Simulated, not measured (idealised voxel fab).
process module | voxel capacitor over wiring
cross-section cut | 180 nm wide | cells 5 nm
A cross-section is a grid of square cells, given in bands from the top down. A band is one or more rows of cells.
Each band's line starts with the height of the band's top and of its bottom, in nm. Then come its materials from left to right, each with its width in nm. One material with "throughout" fills the band from edge to edge. "air" is empty space.
Height 0 is the level under which the wafer as received is all one material. The lowest band goes on downwards, as in "0 down".
A width such as "30 to 40" changes by the same amount from each row of cells to the next, from the band's top row to its bottom row.
"no change" after a step means that no cell of the cross-section changed.
closed voids: empty space of 8 cells or more with no open way to the top, each as width x height at its distance from the left edge, in nm
after a step's settings: what the simulator itself notes on the step
overlay nm, on a step with a mask: how far to the right of its planned place the mask lay; to the left if negative
plan
1 op RECEIVE | material Si
2 op CONFORMAL_DEP | material SiO2 | thk nm 15
3 op DIRECTIONAL_DEP | material TiN | thk nm 5
4 op DIRECTIONAL_DEP | material Ru | thk nm 20
5 op PATTERN | tone cover | mask id METAL_1 | material resist | width nm 25 | pitch nm 95 | thk nm 20 | overlay nm 0
6 op DIRECTIONAL_ETCH | etch materials Ru | depth nm 20
7 op DIRECTIONAL_ETCH | etch materials TiN | depth nm 5
8 op STRIP | etch materials resist
9 op CONFORMAL_DEP | material SiCN | thk nm 5
10 op FILL_DEP | material lowk | thk nm 5
11 op CMP | height nm 40
12 op CONFORMAL_DEP | material SiCN | thk nm 5
13 op DIRECTIONAL_DEP | material SiO2 | thk nm 10
14 op DIRECTIONAL_DEP | material aC | thk nm 15
15 op PATTERN | tone open | mask id PLUG_1 | material resist | width nm 15 | thk nm 35 | overlay nm 0
16 op DIRECTIONAL_ETCH | etch materials aC | depth nm 15
17 op STRIP | etch materials resist
18 op DIRECTIONAL_ETCH | etch materials SiO2 | depth nm 10
19 op DIRECTIONAL_ETCH | etch materials SiCN | depth nm 5
20 op STRIP | etch materials aC
21 op EPI | material Ru | thk nm 10
22 op EPI | material Ru | thk nm 5
23 op DIRECTIONAL_DEP | material TiN | thk nm 5
24 op DIRECTIONAL_DEP | material HfO2 | thk nm 5
25 op DIRECTIONAL_DEP | material TiN | thk nm 5
26 op DIRECTIONAL_DEP | material aC | thk nm 15
27 op PATTERN | tone cover | mask id UPPER_PLATE | material resist | width nm 75 | thk nm 30 | overlay nm 0
28 op DIRECTIONAL_ETCH | etch materials aC | depth nm 15
29 op STRIP | etch materials resist
30 op DIRECTIONAL_ETCH | etch materials TiN | depth nm 5
31 op DIRECTIONAL_ETCH | etch materials HfO2 | depth nm 5
32 op STRIP | etch materials aC
33 op DIRECTIONAL_DEP | material aC | thk nm 15
34 op PATTERN | tone cover | mask id LOWER_PLATE | material resist | width nm 85 | thk nm 35 | overlay nm 0
35 op DIRECTIONAL_ETCH | etch materials aC | depth nm 15
36 op STRIP | etch materials resist
37 op DIRECTIONAL_ETCH | etch materials TiN | depth nm 5
38 op STRIP | etch materials aC
39 op FILL_DEP | material SiO2 | thk nm 15
40 op CMP | height nm 80
41 op DIRECTIONAL_DEP | material aC | thk nm 10
42 op PATTERN | tone open | mask id PLUG_2 | material resist | width nm 15 | thk nm 30 | overlay nm 0
43 op DIRECTIONAL_ETCH | etch materials aC | depth nm 10
44 op STRIP | etch materials resist
45 op DIRECTIONAL_ETCH | etch materials SiO2 | depth nm 10
46 op STRIP | etch materials aC
47 op CONFORMAL_DEP | material TiN | thk nm 5
48 op FILL_DEP | material W | thk nm 10
49 op CMP | height nm 80
50 op CONFORMAL_DEP | material SiCN | thk nm 5
first wafer, as planned
as received, after step 1
  0 down: Si throughout
  closed voids: none
after step 2
  15 to 0: SiO2 throughout
  below 0: unchanged
after step 3
  20 to 15: TiN throughout
  below 15: unchanged
after step 4
  40 to 20: Ru throughout
  below 20: unchanged
after step 5
  60 to 40: air 30 | resist 25 | air 70 | resist 25 | air 30
  below 40: unchanged
after step 6
  60 to 40: air 30 | resist 25 | air 70 | resist 25 | air 30
  40 to 20: air 30 | Ru 25 | air 70 | Ru 25 | air 30
  below 20: unchanged
after step 7
  60 to 40: air 30 | resist 25 | air 70 | resist 25 | air 30
  40 to 20: air 30 | Ru 25 | air 70 | Ru 25 | air 30
  20 to 15: air 30 | TiN 25 | air 70 | TiN 25 | air 30
  below 15: unchanged
after step 8
  40 to 20: air 30 | Ru 25 | air 70 | Ru 25 | air 30
  below 20: unchanged
after step 9
  45 to 40: air 25 | SiCN 35 | air 60 | SiCN 35 | air 25
  40 to 20: air 25 | SiCN 5 | Ru 25 | SiCN 5 | air 60 | SiCN 5 | Ru 25 | SiCN 5 | air 25
  20 to 15: SiCN 30 | TiN 25 | SiCN 70 | TiN 25 | SiCN 30
  below 15: unchanged
after step 10
  50 to 45: lowk throughout
  45 to 40: lowk 25 | SiCN 35 | lowk 60 | SiCN 35 | lowk 25
  40 to 20: lowk 25 | SiCN 5 | Ru 25 | SiCN 5 | lowk 60 | SiCN 5 | Ru 25 | SiCN 5 | lowk 25
  below 20: unchanged
after step 11
  40 to 20: lowk 25 | SiCN 5 | Ru 25 | SiCN 5 | lowk 60 | SiCN 5 | Ru 25 | SiCN 5 | lowk 25
  below 20: unchanged
after step 12
  45 to 40: SiCN throughout
  below 40: unchanged
after step 13
  55 to 45: SiO2 throughout
  below 45: unchanged
after step 14
  70 to 55: aC throughout
  below 55: unchanged
after step 15
  105 to 70: resist 40 | air 15 | resist 125
  below 70: unchanged
after step 16
  90 to 70: resist 40 | air 15 | resist 125
  70 to 55: aC 40 | air 15 | aC 125
  below 55: unchanged
after step 17
  70 to 55: aC 40 | air 15 | aC 125
  below 55: unchanged
after step 18
  70 to 55: aC 40 | air 15 | aC 125
  55 to 45: SiO2 40 | air 15 | SiO2 125
  below 45: unchanged
after step 19
  70 to 55: aC 40 | air 15 | aC 125
  55 to 45: SiO2 40 | air 15 | SiO2 125
  45 to 40: SiCN 40 | air 15 | SiCN 125
  below 40: unchanged
after step 20
  55 to 45: SiO2 40 | air 15 | SiO2 125
  below 45: unchanged
after step 21
  55 to 50: SiO2 40 | air 15 | SiO2 125
  50 to 45: SiO2 40 | Ru 15 | SiO2 125
  45 to 40: SiCN 40 | Ru 15 | SiCN 125
  below 40: unchanged
after step 22
  55 to 45: SiO2 40 | Ru 15 | SiO2 125
  below 45: unchanged
after step 23
  60 to 55: TiN throughout
  below 55: unchanged
after step 24
  65 to 60: HfO2 throughout
  below 60: unchanged
after step 25
  70 to 65: TiN throughout
  below 65: unchanged
after step 26
  85 to 70: aC throughout
  below 70: unchanged
after step 27
  115 to 85: air 40 | resist 75 | air 65
  below 85: unchanged
after step 28
  100 to 85: air 40 | resist 75 | air 65
  85 to 70: air 40 | aC 75 | air 65
  below 70: unchanged
after step 29
  85 to 70: air 40 | aC 75 | air 65
  below 70: unchanged
after step 30
  85 to 70: air 40 | aC 75 | air 65
  70 to 65: air 40 | TiN 75 | air 65
  below 65: unchanged
after step 31
  85 to 70: air 40 | aC 75 | air 65
  70 to 65: air 40 | TiN 75 | air 65
  65 to 60: air 40 | HfO2 75 | air 65
  below 60: unchanged
after step 32
  70 to 65: air 40 | TiN 75 | air 65
  below 65: unchanged
after step 33
  85 to 75: air 40 | aC 75 | air 65
  75 to 70: aC throughout
  70 to 65: aC 40 | TiN 75 | aC 65
  65 to 60: aC 40 | HfO2 75 | aC 65
  below 60: unchanged
after step 34
  120 to 85: air 35 | resist 85 | air 60
  85 to 75: air 35 | resist 5 | aC 75 | resist 5 | air 60
  below 75: unchanged
after step 35
  105 to 85: air 35 | resist 85 | air 60
  85 to 75: air 35 | resist 5 | aC 75 | resist 5 | air 60
  75 to 70: air 35 | aC 85 | air 60
  70 to 65: air 35 | aC 5 | TiN 75 | aC 5 | air 60
  65 to 60: air 35 | aC 5 | HfO2 75 | aC 5 | air 60
  below 60: unchanged
after step 36
  85 to 75: air 40 | aC 75 | air 65
  below 75: unchanged
after step 37
  85 to 75: air 40 | aC 75 | air 65
  75 to 70: air 35 | aC 85 | air 60
  70 to 65: air 35 | aC 5 | TiN 75 | aC 5 | air 60
  65 to 60: air 35 | aC 5 | HfO2 75 | aC 5 | air 60
  60 to 55: air 35 | TiN 85 | air 60
  below 55: unchanged
after step 38
  70 to 65: air 40 | TiN 75 | air 65
  65 to 60: air 40 | HfO2 75 | air 65
  below 60: unchanged
after step 39
  85 to 70: SiO2 throughout
  70 to 65: SiO2 40 | TiN 75 | SiO2 65
  65 to 60: SiO2 40 | HfO2 75 | SiO2 65
  60 to 55: SiO2 35 | TiN 85 | SiO2 60
  below 55: unchanged
after step 40
  80 to 70: SiO2 throughout
  below 70: unchanged
after step 41
  90 to 80: aC throughout
  below 80: unchanged
after step 42
  120 to 90: resist 50 | air 15 | resist 115
  below 90: unchanged
after step 43
  110 to 90: resist 50 | air 15 | resist 115
  90 to 80: aC 50 | air 15 | aC 115
  below 80: unchanged
after step 44
  90 to 80: aC 50 | air 15 | aC 115
  below 80: unchanged
after step 45
  90 to 80: aC 50 | air 15 | aC 115
  80 to 70: SiO2 50 | air 15 | SiO2 115
  below 70: unchanged
after step 46
  80 to 70: SiO2 50 | air 15 | SiO2 115
  below 70: unchanged
after step 47
  85 to 80: TiN 55 | air 5 | TiN 120
  80 to 75: SiO2 50 | TiN 5 | air 5 | TiN 5 | SiO2 115
  75 to 65: SiO2 50 to 40 | TiN 15 to 75 | SiO2 115 to 65
  below 65: unchanged
after step 48
  95 to 85: W throughout
  85 to 80: TiN 55 | W 5 | TiN 120
  80 to 75: SiO2 50 | TiN 5 | W 5 | TiN 5 | SiO2 115
  below 75: unchanged
after step 49
  80 to 75: SiO2 50 | TiN 5 | W 5 | TiN 5 | SiO2 115
  below 75: unchanged
after step 50
  85 to 80: SiCN throughout
  below 80: unchanged
second wafer: like start, like plan, one mistake. Through step 2 it matches the first wafer
when step 3 should have ended
  35 to 15: Ru throughout
  below 15: unchanged
when step 4 should have ended
  40 to 35: TiN throughout
  below 35: unchanged
when step 5 should have ended
  60 to 40: air 30 | resist 25 | air 70 | resist 25 | air 30
  below 40: unchanged
when step 6 should have ended: no change
when step 7 should have ended
  60 to 40: air 30 | resist 25 | air 70 | resist 25 | air 30
  40 to 35: air 30 | TiN 25 | air 70 | TiN 25 | air 30
  below 35: unchanged
when step 8 should have ended
  40 to 35: air 30 | TiN 25 | air 70 | TiN 25 | air 30
  below 35: unchanged
when step 9 should have ended
  45 to 40: air 25 | SiCN 35 | air 60 | SiCN 35 | air 25
  40 to 35: SiCN 30 | TiN 25 | SiCN 70 | TiN 25 | SiCN 30
  below 35: unchanged
when step 10 should have ended
  50 to 45: lowk throughout
  45 to 40: lowk 25 | SiCN 35 | lowk 60 | SiCN 35 | lowk 25
  below 40: unchanged
when step 11 should have ended
  40 to 35: SiCN 30 | TiN 25 | SiCN 70 | TiN 25 | SiCN 30
  below 35: unchanged
when step 12 should have ended
  45 to 40: SiCN throughout
  below 40: unchanged
when step 13 should have ended
  55 to 45: SiO2 throughout
  below 45: unchanged
when step 14 should have ended
  70 to 55: aC throughout
  below 55: unchanged
when step 15 should have ended
  105 to 70: resist 40 | air 15 | resist 125
  below 70: unchanged
when step 16 should have ended
  90 to 70: resist 40 | air 15 | resist 125
  70 to 55: aC 40 | air 15 | aC 125
  below 55: unchanged
when step 17 should have ended
  70 to 55: aC 40 | air 15 | aC 125
  below 55: unchanged
when step 18 should have ended
  70 to 55: aC 40 | air 15 | aC 125
  55 to 45: SiO2 40 | air 15 | SiO2 125
  below 45: unchanged
when step 19 should have ended
  70 to 55: aC 40 | air 15 | aC 125
  55 to 45: SiO2 40 | air 15 | SiO2 125
  45 to 40: SiCN 40 | air 15 | SiCN 125
  below 40: unchanged
when step 20 should have ended
  55 to 45: SiO2 40 | air 15 | SiO2 125
  below 45: unchanged
when step 21 should have ended
  55 to 50: SiO2 40 | air 15 | SiO2 125
  50 to 45: SiO2 40 | Ru 15 | SiO2 125
  45 to 40: SiCN 40 | Ru 15 | SiCN 125
  below 40: unchanged
when step 22 should have ended
  55 to 45: SiO2 40 | Ru 15 | SiO2 125
  below 45: unchanged
when step 23 should have ended
  60 to 55: TiN throughout
  below 55: unchanged
when step 24 should have ended
  65 to 60: HfO2 throughout
  below 60: unchanged
when step 25 should have ended
  70 to 65: TiN throughout
  below 65: unchanged
when step 26 should have ended
  85 to 70: aC throughout
  below 70: unchanged
when step 27 should have ended
  115 to 85: air 40 | resist 75 | air 65
  below 85: unchanged
when step 28 should have ended
  100 to 85: air 40 | resist 75 | air 65
  85 to 70: air 40 | aC 75 | air 65
  below 70: unchanged
when step 29 should have ended
  85 to 70: air 40 | aC 75 | air 65
  below 70: unchanged
when step 30 should have ended
  85 to 70: air 40 | aC 75 | air 65
  70 to 65: air 40 | TiN 75 | air 65
  below 65: unchanged
when step 31 should have ended
  85 to 70: air 40 | aC 75 | air 65
  70 to 65: air 40 | TiN 75 | air 65
  65 to 60: air 40 | HfO2 75 | air 65
  below 60: unchanged
when step 32 should have ended
  70 to 65: air 40 | TiN 75 | air 65
  below 65: unchanged
when step 33 should have ended
  85 to 75: air 40 | aC 75 | air 65
  75 to 70: aC throughout
  70 to 65: aC 40 | TiN 75 | aC 65
  65 to 60: aC 40 | HfO2 75 | aC 65
  below 60: unchanged
when step 34 should have ended
  120 to 85: air 35 | resist 85 | air 60
  85 to 75: air 35 | resist 5 | aC 75 | resist 5 | air 60
  below 75: unchanged
when step 35 should have ended
  105 to 85: air 35 | resist 85 | air 60
  85 to 75: air 35 | resist 5 | aC 75 | resist 5 | air 60
  75 to 70: air 35 | aC 85 | air 60
  70 to 65: air 35 | aC 5 | TiN 75 | aC 5 | air 60
  65 to 60: air 35 | aC 5 | HfO2 75 | aC 5 | air 60
  below 60: unchanged
when step 36 should have ended
  85 to 75: air 40 | aC 75 | air 65
  below 75: unchanged
when step 37 should have ended
  85 to 75: air 40 | aC 75 | air 65
  75 to 70: air 35 | aC 85 | air 60
  70 to 65: air 35 | aC 5 | TiN 75 | aC 5 | air 60
  65 to 60: air 35 | aC 5 | HfO2 75 | aC 5 | air 60
  60 to 55: air 35 | TiN 85 | air 60
  below 55: unchanged
when step 38 should have ended
  70 to 65: air 40 | TiN 75 | air 65
  65 to 60: air 40 | HfO2 75 | air 65
  below 60: unchanged
when step 39 should have ended
  85 to 70: SiO2 throughout
  70 to 65: SiO2 40 | TiN 75 | SiO2 65
  65 to 60: SiO2 40 | HfO2 75 | SiO2 65
  60 to 55: SiO2 35 | TiN 85 | SiO2 60
  below 55: unchanged
when step 40 should have ended
  80 to 70: SiO2 throughout
  below 70: unchanged
when step 41 should have ended
  90 to 80: aC throughout
  below 80: unchanged
when step 42 should have ended
  120 to 90: resist 50 | air 15 | resist 115
  below 90: unchanged
when step 43 should have ended
  110 to 90: resist 50 | air 15 | resist 115
  90 to 80: aC 50 | air 15 | aC 115
  below 80: unchanged
when step 44 should have ended
  90 to 80: aC 50 | air 15 | aC 115
  below 80: unchanged
when step 45 should have ended
  90 to 80: aC 50 | air 15 | aC 115
  80 to 70: SiO2 50 | air 15 | SiO2 115
  below 70: unchanged
when step 46 should have ended
  80 to 70: SiO2 50 | air 15 | SiO2 115
  below 70: unchanged
when step 47 should have ended
  85 to 80: TiN 55 | air 5 | TiN 120
  80 to 75: SiO2 50 | TiN 5 | air 5 | TiN 5 | SiO2 115
  75 to 65: SiO2 50 to 40 | TiN 15 to 75 | SiO2 115 to 65
  below 65: unchanged
when step 48 should have ended
  95 to 85: W throughout
  85 to 80: TiN 55 | W 5 | TiN 120
  80 to 75: SiO2 50 | TiN 5 | W 5 | TiN 5 | SiO2 115
  below 75: unchanged
when step 49 should have ended
  80 to 75: SiO2 50 | TiN 5 | W 5 | TiN 5 | SiO2 115
  below 75: unchanged
when step 50 should have ended
  85 to 80: SiCN throughout
  below 80: unchanged
what went wrong: steps 3 and 4 were swapped
at the end the second wafer has, in cells: 104 more of Ru | 16 fewer of SiCN | 88 fewer of lowk
